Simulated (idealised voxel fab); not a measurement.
Presented below is a process module, voxel air gaps.
Xsec cut, 285 nm wide, square cell size 5 nm.
In what follows, cross-sections appear as grids of square cells, described through bands that run from the top down, where every band is one or more rows of cells.
The entry gives the band's vertical extent as a top height and a bottom height in nm, then its horizontal make-up as materials from left to right, each with a width in nm. "air" stands for empty space; a single material marked "full width" fills the band edge to edge.
All heights in this document are referenced to 0, defined as the level beneath which the wafer, as received, consists entirely of one material. The lowest band is not bounded below; it extends indefinitely downward and is written in the form "top 0, no bottom".
Top row gets the first number, bottom row gets the second, and each row in between changes by the same step: that is how a band width like "30 to 40" works.
Take "same as before" at face value: in the step it is given for, the cross-section changed in none of its cells.
So "Tabulated closed voids" is basically the list of trapped voids: any empty space of 8 cells or more that can't reach the top through an opening. They're written width x height at distance, the distance being from the left edge, and it's all nm.
Formally, on a step line, whatever follows the settings is a remark that the simulator itself makes on the step.
overlay nm: right-of-plan distance of the mask on a masked step; negative values mean left-of-plan.
Below you will find pairs of cross-sections. In each, one shows the wafer before one process step and the other after it, with the after view ending at the lowest band that changed. Under each pair is the step separating them, along with its settings. Do not assume the pairs form a chain: they can come from different runs of this module on the same starting wafer, and a pair continues from the pair above it only when its "Pre-process" entry says so.

Pre-process:
    top 0, no bottom  Si full width
    Tabulated closed voids: none

Section After Processing:
    top 10, bottom 0  SiO2 full width
    Below 0, the layers are the same as they were.
    Tabulated closed voids: none
The process step bridging the two cross-sections above: CONFORMAL_DEP with material SiO2, thk nm 10

Pre-process: as shown after the step in the preceding pair, directly above.

Section After Processing:
    top 15, bottom 10  SiN full width
    Below 10, the layers are the same as they were.
    Tabulated closed voids: none
The process step bridging the two cross-sections above: CONFORMAL_DEP with material SiN, thk nm 5

Pre-process: as shown after the step in the preceding pair, directly above.

Section After Processing:
    top 45, bottom 15  SiO2 full width
    Below 15, the layers are the same as they were.
    Tabulated closed voids: none
The process step bridging the two cross-sections above: DIRECTIONAL_DEP with material SiO2, thk nm 30

Pre-process: as shown after the step in the preceding pair, directly above.

Section After Processing:
    top 60, bottom 45  aC full width
    Below 45, the layers are the same as they were.
    Tabulated closed voids: none
The process step bridging the two cross-sections above: DIRECTIONAL_DEP with material aC, thk nm 15

Pre-process: as shown after the step in the preceding pair, directly above.

Section After Processing:
    top 90, bottom 60  resist (55), air (25), resist (25), air (25), resist (25), air (25), resist (25), air (25), resist (55)
    Below 60, the layers are the same as they were.
    Tabulated closed voids: none
The process step bridging the two cross-sections above: PATTERN with tone open, mask id LINES, material resist, width nm 25, pitch nm 50, thk nm 30, overlay nm 0

Pre-process: as shown after the step in the preceding pair, directly above.

Section After Processing:
    top 75, bottom 60  resist (55), air (25), resist (25), air (25), resist (25), air (25), resist (25), air (25), resist (55)
    top 60, bottom 45  aC (55), air (25), aC (25), air (25), aC (25), air (25), aC (25), air (25), aC (55)
    Below 45, the layers are the same as they were.
    Tabulated closed voids: none
The process step bridging the two cross-sections above: DIRECTIONAL_ETCH with etch materials aC, depth nm 15

Pre-process: as shown after the step in the preceding pair, directly above.

Section After Processing:
    top 60, bottom 45  aC (55), air (25), aC (25), air (25), aC (25), air (25), aC (25), air (25), aC (55)
    Below 45, the layers are the same as they were.
    Tabulated closed voids: none
The process step bridging the two cross-sections above: STRIP with etch materials resist

Pre-process: as shown after the step in the preceding pair, directly above.

Section After Processing:
    top 60, bottom 45  aC (55), air (25), aC (25), air (25), aC (25), air (25), aC (25), air (25), aC (55)
    top 45, bottom 15  SiO2 (55), air (25), SiO2 (25), air (25), SiO2 (25), air (25), SiO2 (25), air (25), SiO2 (55)
    Below 15, the layers are the same as they were.
    Tabulated closed voids: none
The process step bridging the two cross-sections above: DIRECTIONAL_ETCH with etch materials SiO2, depth nm 30

Pre-process: as shown after the step in the preceding pair, directly above.

Section After Processing:
    top 45, bottom 15  SiO2 (55), air (25), SiO2 (25), air (25), SiO2 (25), air (25), SiO2 (25), air (25), SiO2 (55)
    Below 15, the layers are the same as they were.
    Tabulated closed voids: none
The process step bridging the two cross-sections above: STRIP with etch materials aC

Pre-process: as shown after the step in the preceding pair, directly above.

Section After Processing:
    top 50, bottom 45  TiN (60), air (15), TiN (35), air (15), TiN (35), air (15), TiN (35), air (15), TiN (60)
    top 45, bottom 20  SiO2 (55), TiN (5), air (15), TiN (5), SiO2 (25), TiN (5), air (15), TiN (5), SiO2 (25), TiN (5), air (15), TiN (5), SiO2 (25), TiN (5), air (15), TiN (5), SiO2 (55)
    top 20, bottom 15  SiO2 (55), TiN (25), SiO2 (25), TiN (25), SiO2 (25), TiN (25), SiO2 (25), TiN (25), SiO2 (55)
    Below 15, the layers are the same as they were.
    Tabulated closed voids: none
The process step bridging the two cross-sections above: CONFORMAL_DEP with material TiN, thk nm 5

Pre-process: as shown after the step in the preceding pair, directly above.

Section After Processing:
    top 55, bottom 50  Cu full width
    top 50, bottom 45  TiN (60), Cu (15), TiN (35), Cu (15), TiN (35), Cu (15), TiN (35), Cu (15), TiN (60)
    top 45, bottom 20  SiO2 (55), TiN (5), Cu (15), TiN (5), SiO2 (25), TiN (5), Cu (15), TiN (5), SiO2 (25), TiN (5), Cu (15), TiN (5), SiO2 (25), TiN (5), Cu (15), TiN (5), SiO2 (55)
    Below 20, the layers are the same as they were.
    Tabulated closed voids: none
The process step bridging the two cross-sections above: FILL_DEP with material Cu, thk nm 5

Pre-process: as shown after the step in the preceding pair, directly above.

Section After Processing:
    top 45, bottom 20  SiO2 (55), TiN (5), Cu (15), TiN (5), SiO2 (25), TiN (5), Cu (15), TiN (5), SiO2 (25), TiN (5), Cu (15), TiN (5), SiO2 (25), TiN (5), Cu (15), TiN (5), SiO2 (55)
    Below 20, the layers are the same as they were.
    Tabulated closed voids: none
The process step bridging the two cross-sections above: CMP with height nm 45

Pre-process: as shown after the step in the preceding pair, directly above.

Section After Processing:
    top 55, bottom 45  air (45), Ru (45), air (5), Ru (45), air (5), Ru (45), air (5), Ru (45), air (45)
    Below 45, the layers are the same as they were.
    Tabulated closed voids: none
The process step bridging the two cross-sections above: EPI with material Ru, thk nm 10

Pre-process: as shown after the step in the preceding pair, directly above.

Section After Processing:
    top 55, bottom 45  air (45), Ru (45), air (5), Ru (45), air (5), Ru (45), air (5), Ru (45), air (45)
    top 45, bottom 20  air (55), TiN (5), Cu (15), TiN (5), air (25), TiN (5), Cu (15), TiN (5), air (25), TiN (5), Cu (15), TiN (5), air (25), TiN (5), Cu (15), TiN (5), air (55)
    top 20, bottom 15  air (55), TiN (25), air (25), TiN (25), air (25), TiN (25), air (25), TiN (25), air (55)
    Below 15, the layers are the same as they were.
    Tabulated closed voids: none
The process step bridging the two cross-sections above: SELECTIVE_ETCH with etch materials SiO2, depth nm 40

Pre-process: as shown after the step in the preceding pair, directly above.

Section After Processing:
    top 60, bottom 55  air (40), SiN (205), air (40)
    top 55, bottom 45  air (40), SiN (5), Ru (45), SiN (5), Ru (45), SiN (5), Ru (45), SiN (5), Ru (45), SiN (5), air (40)
    top 45, bottom 40  air (40), SiN (15), TiN (5), Cu (15), TiN (5), SiN (25), TiN (5), Cu (15), TiN (5), SiN (25), TiN (5), Cu (15), TiN (5), SiN (25), TiN (5), Cu (15), TiN (5), SiN (15), air (40)
    top 40, bottom 20  air (50), SiN (5), TiN (5), Cu (15), TiN (5), SiN (5), air (15), SiN (5), TiN (5), Cu (15), TiN (5), SiN (5), air (15), SiN (5), TiN (5), Cu (15), TiN (5), SiN (5), air (15), SiN (5), TiN (5), Cu (15), TiN (5), SiN (5), air (50)
    top 20, bottom 15  SiN (55), TiN (25), SiN (25), TiN (25), SiN (25), TiN (25), SiN (25), TiN (25), SiN (55)
    Below 15, the layers are the same as they were.
    Tabulated closed voids: 15 x 20 at 85; 15 x 20 at 135; 15 x 20 at 185
The process step bridging the two cross-sections above: CONFORMAL_DEP with material SiN, thk nm 5

Pre-process:
    top 0, no bottom  Si full width
    Tabulated closed voids: none

Section After Processing:
    top 5, bottom 0  SiN full width
    Below 0, the layers are the same as they were.
    Tabulated closed voids: none
The process step bridging the two cross-sections above: CONFORMAL_DEP with material SiN, thk nm 5

Pre-process: as shown after the step in the preceding pair, directly above.

Section After Processing:
    top 35, bottom 5  SiO2 full width
    Below 5, the layers are the same as they were.
    Tabulated closed voids: none
The process step bridging the two cross-sections above: DIRECTIONAL_DEP with material SiO2, thk nm 30

Pre-process: as shown after the step in the preceding pair, directly above.

Section After Processing:
    top 50, bottom 35  aC full width
    Below 35, the layers are the same as they were.
    Tabulated closed voids: none
The process step bridging the two cross-sections above: DIRECTIONAL_DEP with material aC, thk nm 15

Pre-process: as shown after the step in the preceding pair, directly above.

Section After Processing:
    top 80, bottom 50  resist (55), air (25), resist (25), air (25), resist (25), air (25), resist (25), air (25), resist (55)
    Below 50, the layers are the same as they were.
    Tabulated closed voids: none
The process step bridging the two cross-sections above: PATTERN with tone open, mask id LINES, material resist, width nm 25, pitch nm 50, thk nm 30, overlay nm 0

Pre-process: as shown after the step in the preceding pair, directly above.

Section After Processing:
    top 65, bottom 50  resist (55), air (25), resist (25), air (25), resist (25), air (25), resist (25), air (25), resist (55)
    top 50, bottom 35  aC (55), air (25), aC (25), air (25), aC (25), air (25), aC (25), air (25), aC (55)
    Below 35, the layers are the same as they were.
    Tabulated closed voids: none
The process step bridging the two cross-sections above: DIRECTIONAL_ETCH with etch materials aC, depth nm 15

Pre-process: as shown after the step in the preceding pair, directly above.

Section After Processing:
    top 50, bottom 35  aC (55), air (25), aC (25), air (25), aC (25), air (25), aC (25), air (25), aC (55)
    Below 35, the layers are the same as they were.
    Tabulated closed voids: none
The process step bridging the two cross-sections above: STRIP with etch materials resist

Pre-process: as shown after the step in the preceding pair, directly above.

Section After Processing:
    top 50, bottom 35  aC (55), air (25), aC (25), air (25), aC (25), air (25), aC (25), air (25), aC (55)
    top 35, bottom 5  SiO2 (55), air (25), SiO2 (25), air (25), SiO2 (25), air (25), SiO2 (25), air (25), SiO2 (55)
    Below 5, the layers are the same as they were.
    Tabulated closed voids: none
The process step bridging the two cross-sections above: DIRECTIONAL_ETCH with etch materials SiO2, depth nm 30

Pre-process: as shown after the step in the preceding pair, directly above.

Section After Processing:
    top 35, bottom 5  SiO2 (55), air (25), SiO2 (25), air (25), SiO2 (25), air (25), SiO2 (25), air (25), SiO2 (55)
    Below 5, the layers are the same as they were.
    Tabulated closed voids: none
The process step bridging the two cross-sections above: STRIP with etch materials aC

Pre-process: as shown after the step in the preceding pair, directly above.

Section After Processing:
    top 40, bottom 35  TiN (60), air (15), TiN (35), air (15), TiN (35), air (15), TiN (35), air (15), TiN (60)
    top 35, bottom 10  SiO2 (55), TiN (5), air (15), TiN (5), SiO2 (25), TiN (5), air (15), TiN (5), SiO2 (25), TiN (5), air (15), TiN (5), SiO2 (25), TiN (5), air (15), TiN (5), SiO2 (55)
    top 10, bottom 5  SiO2 (55), TiN (25), SiO2 (25), TiN (25), SiO2 (25), TiN (25), SiO2 (25), TiN (25), SiO2 (55)
    Below 5, the layers are the same as they were.
    Tabulated closed voids: none
The process step bridging the two cross-sections above: CONFORMAL_DEP with material TiN, thk nm 5

Pre-process: as shown after the step in the preceding pair, directly above.

Section After Processing:
    top 45, bottom 40  Cu full width
    top 40, bottom 35  TiN (60), Cu (15), TiN (35), Cu (15), TiN (35), Cu (15), TiN (35), Cu (15), TiN (60)
    top 35, bottom 10  SiO2 (55), TiN (5), Cu (15), TiN (5), SiO2 (25), TiN (5), Cu (15), TiN (5), SiO2 (25), TiN (5), Cu (15), TiN (5), SiO2 (25), TiN (5), Cu (15), TiN (5), SiO2 (55)
    Below 10, the layers are the same as they were.
    Tabulated closed voids: none
The process step bridging the two cross-sections above: FILL_DEP with material Cu, thk nm 5

Pre-process: as shown after the step in the preceding pair, directly above.

Section After Processing:
    top 55, bottom 45  Ru full width
    Below 45, the layers are the same as they were.
    Tabulated closed voids: none
The process step bridging the two cross-sections above: EPI with material Ru, thk nm 10

Pre-process: as shown after the step in the preceding pair, directly above.

Section After Processing:
    top 60, bottom 55  SiN full width
    Below 55, the layers are the same as they were.
    Tabulated closed voids: none
The process step bridging the two cross-sections above: CONFORMAL_DEP with material SiN, thk nm 5

Pre-process:
    top 55, bottom 45  air (45), Ru (45), air (5), Ru (45), air (5), Ru (45), air (5), Ru (45), air (45)
    top 45, bottom 20  SiO2 (55), TiN (5), Cu (15), TiN (5), SiO2 (25), TiN (5), Cu (15), TiN (5), SiO2 (25), TiN (5), Cu (15), TiN (5), SiO2 (25), TiN (5), Cu (15), TiN (5), SiO2 (55)
    top 20, bottom 15  SiO2 (55), TiN (25), SiO2 (25), TiN (25), SiO2 (25), TiN (25), SiO2 (25), TiN (25), SiO2 (55)
    top 15, bottom 10  SiN full width
    top 10, bottom 0  SiO2 full width
    top 0, no bottom  Si full width
    Tabulated closed voids: none

Section After Processing:
    top 65, bottom 45  air (35), Ru (215), air (35)
    Below 45, the layers are the same as they were.
    Tabulated closed voids: none
The process step bridging the two cross-sections above: EPI with material Ru, thk nm 10

Pre-process: as shown after the step in the preceding pair, directly above.

Section After Processing:
    top 65, bottom 45  air (35), Ru (215), air (35)
    top 45, bottom 20  air (55), TiN (5), Cu (15), TiN (5), SiO2 (25), TiN (5), Cu (15), TiN (5), SiO2 (25), TiN (5), Cu (15), TiN (5), SiO2 (25), TiN (5), Cu (15), TiN (5), air (55)
    top 20, bottom 15  air (55), TiN (25), SiO2 (25), TiN (25), SiO2 (25), TiN (25), SiO2 (25), TiN (25), air (55)
    Below 15, the layers are the same as they were.
    Tabulated closed voids: none
The process step bridging the two cross-sections above: SELECTIVE_ETCH with etch materials SiO2, depth nm 40

Pre-process: as shown after the step in the preceding pair, directly above.

Section After Processing:
    top 70, bottom 65  air (30), SiN (225), air (30)
    top 65, bottom 45  air (30), SiN (5), Ru (215), SiN (5), air (30)
    top 45, bottom 40  air (30), SiN (25), TiN (5), Cu (15), TiN (5), SiO2 (25), TiN (5), Cu (15), TiN (5), SiO2 (25), TiN (5), Cu (15), TiN (5), SiO2 (25), TiN (5), Cu (15), TiN (5), SiN (25), air (30)
    top 40, bottom 20  air (50), SiN (5), TiN (5), Cu (15), TiN (5), SiO2 (25), TiN (5), Cu (15), TiN (5), SiO2 (25), TiN (5), Cu (15), TiN (5), SiO2 (25), TiN (5), Cu (15), TiN (5), SiN (5), air (50)
    top 20, bottom 15  SiN (55), TiN (25), SiO2 (25), TiN (25), SiO2 (25), TiN (25), SiO2 (25), TiN (25), SiN (55)
    Below 15, the layers are the same as they were.
    Tabulated closed voids: none
The process step bridging the two cross-sections above: CONFORMAL_DEP with material SiN, thk nm 5

Pre-process:
    top 5, bottom 0  SiN full width
    top 0, no bottom  Si full width
    Tabulated closed voids: none

Section After Processing:
    top 15, bottom 5  SiO2 full width
    Below 5, the layers are the same as they were.
    Tabulated closed voids: none
The process step bridging the two cross-sections above: CONFORMAL_DEP with material SiO2, thk nm 10

Pre-process: as shown after the step in the preceding pair, directly above.

Section After Processing:
    top 45, bottom 5  SiO2 full width
    Below 5, the layers are the same as they were.
    Tabulated closed voids: none
The process step bridging the two cross-sections above: DIRECTIONAL_DEP with material SiO2, thk nm 30

Pre-process: as shown after the step in the preceding pair, directly above.

Section After Processing:
    top 60, bottom 45  aC full width
    Below 45, the layers are the same as they were.
    Tabulated closed voids: none
The process step bridging the two cross-sections above: DIRECTIONAL_DEP with material aC, thk nm 15

Pre-process: as shown after the step in the preceding pair, directly above.

Section After Processing:
    top 90, bottom 60  resist (55), air (25), resist (25), air (25), resist (25), air (25), resist (25), air (25), resist (55)
    Below 60, the layers are the same as they were.
    Tabulated closed voids: none
The process step bridging the two cross-sections above: PATTERN with tone open, mask id LINES, material resist, width nm 25, pitch nm 50, thk nm 30, overlay nm 0

Pre-process: as shown after the step in the preceding pair, directly above.

Section After Processing:
    top 75, bottom 60  resist (55), air (25), resist (25), air (25), resist (25), air (25), resist (25), air (25), resist (55)
    top 60, bottom 45  aC (55), air (25), aC (25), air (25), aC (25), air (25), aC (25), air (25), aC (55)
    Below 45, the layers are the same as they were.
    Tabulated closed voids: none
The process step bridging the two cross-sections above: DIRECTIONAL_ETCH with etch materials aC, depth nm 15

Pre-process: as shown after the step in the preceding pair, directly above.

Section After Processing:
    top 60, bottom 45  aC (55), air (25), aC (25), air (25), aC (25), air (25), aC (25), air (25), aC (55)
    Below 45, the layers are the same as they were.
    Tabulated closed voids: none
The process step bridging the two cross-sections above: STRIP with etch materials resist

Pre-process: as shown after the step in the preceding pair, directly above.

Section After Processing:
    top 60, bottom 45  aC (55), air (25), aC (25), air (25), aC (25), air (25), aC (25), air (25), aC (55)
    top 45, bottom 15  SiO2 (55), air (25), SiO2 (25), air (25), SiO2 (25), air (25), SiO2 (25), air (25), SiO2 (55)
    Below 15, the layers are the same as they were.
    Tabulated closed voids: none
The process step bridging the two cross-sections above: DIRECTIONAL_ETCH with etch materials SiO2, depth nm 30

Pre-process: as shown after the step in the preceding pair, directly above.

Section After Processing:
    top 45, bottom 15  SiO2 (55), air (25), SiO2 (25), air (25), SiO2 (25), air (25), SiO2 (25), air (25), SiO2 (55)
    Below 15, the layers are the same as they were.
    Tabulated closed voids: none
The process step bridging the two cross-sections above: STRIP with etch materials aC

Pre-process: as shown after the step in the preceding pair, directly above.

Section After Processing:
    top 50, bottom 45  TiN (60), air (15), TiN (35), air (15), TiN (35), air (15), TiN (35), air (15), TiN (60)
    top 45, bottom 20  SiO2 (55), TiN (5), air (15), TiN (5), SiO2 (25), TiN (5), air (15), TiN (5), SiO2 (25), TiN (5), air (15), TiN (5), SiO2 (25), TiN (5), air (15), TiN (5), SiO2 (55)
    top 20, bottom 15  SiO2 (55), TiN (25), SiO2 (25), TiN (25), SiO2 (25), TiN (25), SiO2 (25), TiN (25), SiO2 (55)
    Below 15, the layers are the same as they were.
    Tabulated closed voids: none
The process step bridging the two cross-sections above: CONFORMAL_DEP with material TiN, thk nm 5

Pre-process: as shown after the step in the preceding pair, directly above.

Section After Processing:
    top 55, bottom 50  Cu full width
    top 50, bottom 45  TiN (60), Cu (15), TiN (35), Cu (15), TiN (35), Cu (15), TiN (35), Cu (15), TiN (60)
    top 45, bottom 20  SiO2 (55), TiN (5), Cu (15), TiN (5), SiO2 (25), TiN (5), Cu (15), TiN (5), SiO2 (25), TiN (5), Cu (15), TiN (5), SiO2 (25), TiN (5), Cu (15), TiN (5), SiO2 (55)
    Below 20, the layers are the same as they were.
    Tabulated closed voids: none
The process step bridging the two cross-sections above: FILL_DEP with material Cu, thk nm 5

Pre-process: as shown after the step in the preceding pair, directly above.

Section After Processing:
    top 45, bottom 20  SiO2 (55), TiN (5), Cu (15), TiN (5), SiO2 (25), TiN (5), Cu (15), TiN (5), SiO2 (25), TiN (5), Cu (15), TiN (5), SiO2 (25), TiN (5), Cu (15), TiN (5), SiO2 (55)
    Below 20, the layers are the same as they were.
    Tabulated closed voids: none
The process step bridging the two cross-sections above: CMP with height nm 45

Pre-process: as shown after the step in the preceding pair, directly above.

Section After Processing:
    top 55, bottom 45  air (45), Ru (45), air (5), Ru (45), air (5), Ru (45), air (5), Ru (45), air (45)
    Below 45, the layers are the same as they were.
    Tabulated closed voids: none
The process step bridging the two cross-sections above: EPI with material Ru, thk nm 10

Pre-process: as shown after the step in the preceding pair, directly above.

Section After Processing:
    top 55, bottom 45  air (45), Ru (45), air (5), Ru (45), air (5), Ru (45), air (5), Ru (45), air (45)
    top 45, bottom 20  air (55), TiN (5), Cu (15), TiN (5), air (25), TiN (5), Cu (15), TiN (5), air (25), TiN (5), Cu (15), TiN (5), air (25), TiN (5), Cu (15), TiN (5), air (55)
    top 20, bottom 15  air (55), TiN (25), air (25), TiN (25), air (25), TiN (25), air (25), TiN (25), air (55)
    top 15, bottom 5  air (65), SiO2 (5), air (45), SiO2 (5), air (45), SiO2 (5), air (45), SiO2 (5), air (65)
    Below 5, the layers are the same as they were.
    Tabulated closed voids: none
The process step bridging the two cross-sections above: SELECTIVE_ETCH with etch materials SiO2, depth nm 40

Pre-process: as shown after the step in the preceding pair, directly above.

Section After Processing:
    top 60, bottom 55  air (40), SiN (205), air (40)
    top 55, bottom 45  air (40), SiN (5), Ru (45), SiN (5), Ru (45), SiN (5), Ru (45), SiN (5), Ru (45), SiN (5), air (40)
    top 45, bottom 40  air (40), SiN (15), TiN (5), Cu (15), TiN (5), SiN (25), TiN (5), Cu (15), TiN (5), SiN (25), TiN (5), Cu (15), TiN (5), SiN (25), TiN (5), Cu (15), TiN (5), SiN (15), air (40)
    top 40, bottom 20  air (50), SiN (5), TiN (5), Cu (15), TiN (5), SiN (5), air (15), SiN (5), TiN (5), Cu (15), TiN (5), SiN (5), air (15), SiN (5), TiN (5), Cu (15), TiN (5), SiN (5), air (15), SiN (5), TiN (5), Cu (15), TiN (5), SiN (5), air (50)
    top 20, bottom 15  air (50), SiN (5), TiN (25), SiN (5), air (15), SiN (5), TiN (25), SiN (5), air (15), SiN (5), TiN (25), SiN (5), air (15), SiN (5), TiN (25), SiN (5), air (50)
    top 15, bottom 10  air (50), SiN (15), SiO2 (5), SiN (15), air (15), SiN (15), SiO2 (5), SiN (15), air (15), SiN (15), SiO2 (5), SiN (15), air (15), SiN (15), SiO2 (5), SiN (15), air (50)
    top 10, bottom 5  SiN (65), SiO2 (5), SiN (45), SiO2 (5), SiN (45), SiO2 (5), SiN (45), SiO2 (5), SiN (65)
    Below 5, the layers are the same as they were.
    Tabulated closed voids: 15 x 30 at 85; 15 x 30 at 135; 15 x 30 at 185
The process step bridging the two cross-sections above: CONFORMAL_DEP with material SiN, thk nm 5

Pre-process:
    top 55, bottom 50  Cu full width
    top 50, bottom 45  TiN (60), Cu (15), TiN (35), Cu (15), TiN (35), Cu (15), TiN (35), Cu (15), TiN (60)
    top 45, bottom 20  SiO2 (55), TiN (5), Cu (15), TiN (5), SiO2 (25), TiN (5), Cu (15), TiN (5), SiO2 (25), TiN (5), Cu (15), TiN (5), SiO2 (25), TiN (5), Cu (15), TiN (5), SiO2 (55)
    top 20, bottom 15  SiO2 (55), TiN (25), SiO2 (25), TiN (25), SiO2 (25), TiN (25), SiO2 (25), TiN (25), SiO2 (55)
    top 15, bottom 10  SiN full width
    top 10, bottom 0  SiO2 full width
    top 0, no bottom  Si full width
    Tabulated closed voids: none

Section After Processing:
    top 50, bottom 45  TiN (60), Cu (15), TiN (35), Cu (15), TiN (35), Cu (15), TiN (35), Cu (15), TiN (60)
    Below 45, the layers are the same as they were.
    Tabulated closed voids: none
The process step bridging the two cross-sections above: CMP with height nm 50

Pre-process: as shown after the step in the preceding pair, directly above.

Section After Processing:
    top 60, bottom 50  Ru full width
    Below 50, the layers are the same as they were.
    Tabulated closed voids: none
The process step bridging the two cross-sections above: EPI with material Ru, thk nm 10

Pre-process: as shown after the step in the preceding pair, directly above.

Section After Processing:
    top 65, bottom 60  SiN full width
    Below 60, the layers are the same as they were.
    Tabulated closed voids: none
The process step bridging the two cross-sections above: CONFORMAL_DEP with material SiN, thk nm 5

Pre-process:
    top 60, bottom 45  aC full width
    top 45, bottom 15  SiO2 full width
    top 15, bottom 10  SiN full width
    top 10, bottom 0  SiO2 full width
    top 0, no bottom  Si full width
    Tabulated closed voids: none

Section After Processing:
    top 90, bottom 60  resist (50), air (35), resist (15), air (35), resist (15), air (35), resist (15), air (35), resist (50)
    Below 60, the layers are the same as they were.
    Tabulated closed voids: none
The process step bridging the two cross-sections above: PATTERN with tone open, mask id LINES, material resist, width nm 35, pitch nm 50, thk nm 30, overlay nm 0

Pre-process: as shown after the step in the preceding pair, directly above.

Section After Processing:
    top 75, bottom 60  resist (50), air (35), resist (15), air (35), resist (15), air (35), resist (15), air (35), resist (50)
    top 60, bottom 45  aC (50), air (35), aC (15), air (35), aC (15), air (35), aC (15), air (35), aC (50)
    Below 45, the layers are the same as they were.
    Tabulated closed voids: none
The process step bridging the two cross-sections above: DIRECTIONAL_ETCH with etch materials aC, depth nm 15

Pre-process: as shown after the step in the preceding pair, directly above.

Section After Processing:
    top 60, bottom 45  aC (50), air (35), aC (15), air (35), aC (15), air (35), aC (15), air (35), aC (50)
    Below 45, the layers are the same as they were.
    Tabulated closed voids: none
The process step bridging the two cross-sections above: STRIP with etch materials resist

Pre-process: as shown after the step in the preceding pair, directly above.

Section After Processing:
    top 60, bottom 45  aC (50), air (35), aC (15), air (35), aC (15), air (35), aC (15), air (35), aC (50)
    top 45, bottom 15  SiO2 (50), air (35), SiO2 (15), air (35), SiO2 (15), air (35), SiO2 (15), air (35), SiO2 (50)
    Below 15, the layers are the same as they were.
    Tabulated closed voids: none
The process step bridging the two cross-sections above: DIRECTIONAL_ETCH with etch materials SiO2, depth nm 30

Pre-process: as shown after the step in the preceding pair, directly above.

Section After Processing:
    top 45, bottom 15  SiO2 (50), air (35), SiO2 (15), air (35), SiO2 (15), air (35), SiO2 (15), air (35), SiO2 (50)
    Below 15, the layers are the same as they were.
    Tabulated closed voids: none
The process step bridging the two cross-sections above: STRIP with etch materials aC

Pre-process: as shown after the step in the preceding pair, directly above.

Section After Processing:
    top 50, bottom 45  TiN (55), air (25), TiN (25), air (25), TiN (25), air (25), TiN (25), air (25), TiN (55)
    top 45, bottom 20  SiO2 (50), TiN (5), air (25), TiN (5), SiO2 (15), TiN (5), air (25), TiN (5), SiO2 (15), TiN (5), air (25), TiN (5), SiO2 (15), TiN (5), air (25), TiN (5), SiO2 (50)
    top 20, bottom 15  SiO2 (50), TiN (35), SiO2 (15), TiN (35), SiO2 (15), TiN (35), SiO2 (15), TiN (35), SiO2 (50)
    Below 15, the layers are the same as they were.
    Tabulated closed voids: none
The process step bridging the two cross-sections above: CONFORMAL_DEP with material TiN, thk nm 5

Pre-process: as shown after the step in the preceding pair, directly above.

Section After Processing:
    top 55, bottom 50  Cu full width
    top 50, bottom 45  TiN (55), Cu (25), TiN (25), Cu (25), TiN (25), Cu (25), TiN (25), Cu (25), TiN (55)
    top 45, bottom 20  SiO2 (50), TiN (5), Cu (25), TiN (5), SiO2 (15), TiN (5), Cu (25), TiN (5), SiO2 (15), TiN (5), Cu (25), TiN (5), SiO2 (15), TiN (5), Cu (25), TiN (5), SiO2 (50)
    Below 20, the layers are the same as they were.
    Tabulated closed voids: none
The process step bridging the two cross-sections above: FILL_DEP with material Cu, thk nm 5

Pre-process: as shown after the step in the preceding pair, directly above.

Section After Processing:
    top 45, bottom 20  SiO2 (50), TiN (5), Cu (25), TiN (5), SiO2 (15), TiN (5), Cu (25), TiN (5), SiO2 (15), TiN (5), Cu (25), TiN (5), SiO2 (15), TiN (5), Cu (25), TiN (5), SiO2 (50)
    Below 20, the layers are the same as they were.
    Tabulated closed voids: none
The process step bridging the two cross-sections above: CMP with height nm 45

Pre-process: as shown after the step in the preceding pair, directly above.

Section After Processing:
    top 55, bottom 45  air (40), Ru (205), air (40)
    Below 45, the layers are the same as they were.
    Tabulated closed voids: none
The process step bridging the two cross-sections above: EPI with material Ru, thk nm 10

Pre-process: as shown after the step in the preceding pair, directly above.

Section After Processing:
    top 55, bottom 45  air (40), Ru (205), air (40)
    top 45, bottom 20  air (50), TiN (5), Cu (25), TiN (5), SiO2 (15), TiN (5), Cu (25), TiN (5), SiO2 (15), TiN (5), Cu (25), TiN (5), SiO2 (15), TiN (5), Cu (25), TiN (5), air (50)
    top 20, bottom 15  air (50), TiN (35), SiO2 (15), TiN (35), SiO2 (15), TiN (35), SiO2 (15), TiN (35), air (50)
    Below 15, the layers are the same as they were.
    Tabulated closed voids: none
The process step bridging the two cross-sections above: SELECTIVE_ETCH with etch materials SiO2, depth nm 40

Pre-process: as shown after the step in the preceding pair, directly above.

Section After Processing:
    top 60, bottom 55  air (35), SiN (215), air (35)
    top 55, bottom 45  air (35), SiN (5), Ru (205), SiN (5), air (35)
    top 45, bottom 40  air (35), SiN (15), TiN (5), Cu (25), TiN (5), SiO2 (15), TiN (5), Cu (25), TiN (5), SiO2 (15), TiN (5), Cu (25), TiN (5), SiO2 (15), TiN (5), Cu (25), TiN (5), SiN (15), air (35)
    top 40, bottom 20  air (45), SiN (5), TiN (5), Cu (25), TiN (5), SiO2 (15), TiN (5), Cu (25), TiN (5), SiO2 (15), TiN (5), Cu (25), TiN (5), SiO2 (15), TiN (5), Cu (25), TiN (5), SiN (5), air (45)
    top 20, bottom 15  SiN (50), TiN (35), SiO2 (15), TiN (35), SiO2 (15), TiN (35), SiO2 (15), TiN (35), SiN (50)
    Below 15, the layers are the same as they were.
    Tabulated closed voids: none
The process step bridging the two cross-sections above: CONFORMAL_DEP with material SiN, thk nm 5

Pre-process:
    top 60, bottom 45  aC full width
    top 45, bottom 15  SiO2 full width
    top 15, bottom 10  SiN full width
    top 10, bottom 0  SiO2 full width
    top 0, no bottom  Si full width
    Tabulated closed voids: none

Section After Processing:
    top 90, bottom 60  resist (65), air (25), resist (25), air (25), resist (25), air (25), resist (25), air (25), resist (45)
    Below 60, the layers are the same as they were.
    Tabulated closed voids: none
The process step bridging the two cross-sections above: PATTERN with tone open, mask id LINES, material resist, width nm 25, pitch nm 50, thk nm 30, overlay nm 10

Pre-process: as shown after the step in the preceding pair, directly above.

Section After Processing:
    top 75, bottom 60  resist (65), air (25), resist (25), air (25), resist (25), air (25), resist (25), air (25), resist (45)
    top 60, bottom 45  aC (65), air (25), aC (25), air (25), aC (25), air (25), aC (25), air (25), aC (45)
    Below 45, the layers are the same as they were.
    Tabulated closed voids: none
The process step bridging the two cross-sections above: DIRECTIONAL_ETCH with etch materials aC, depth nm 15

Pre-process: as shown after the step in the preceding pair, directly above.

Section After Processing:
    top 60, bottom 45  aC (65), air (25), aC (25), air (25), aC (25), air (25), aC (25), air (25), aC (45)
    Below 45, the layers are the same as they were.
    Tabulated closed voids: none
The process step bridging the two cross-sections above: STRIP with etch materials resist
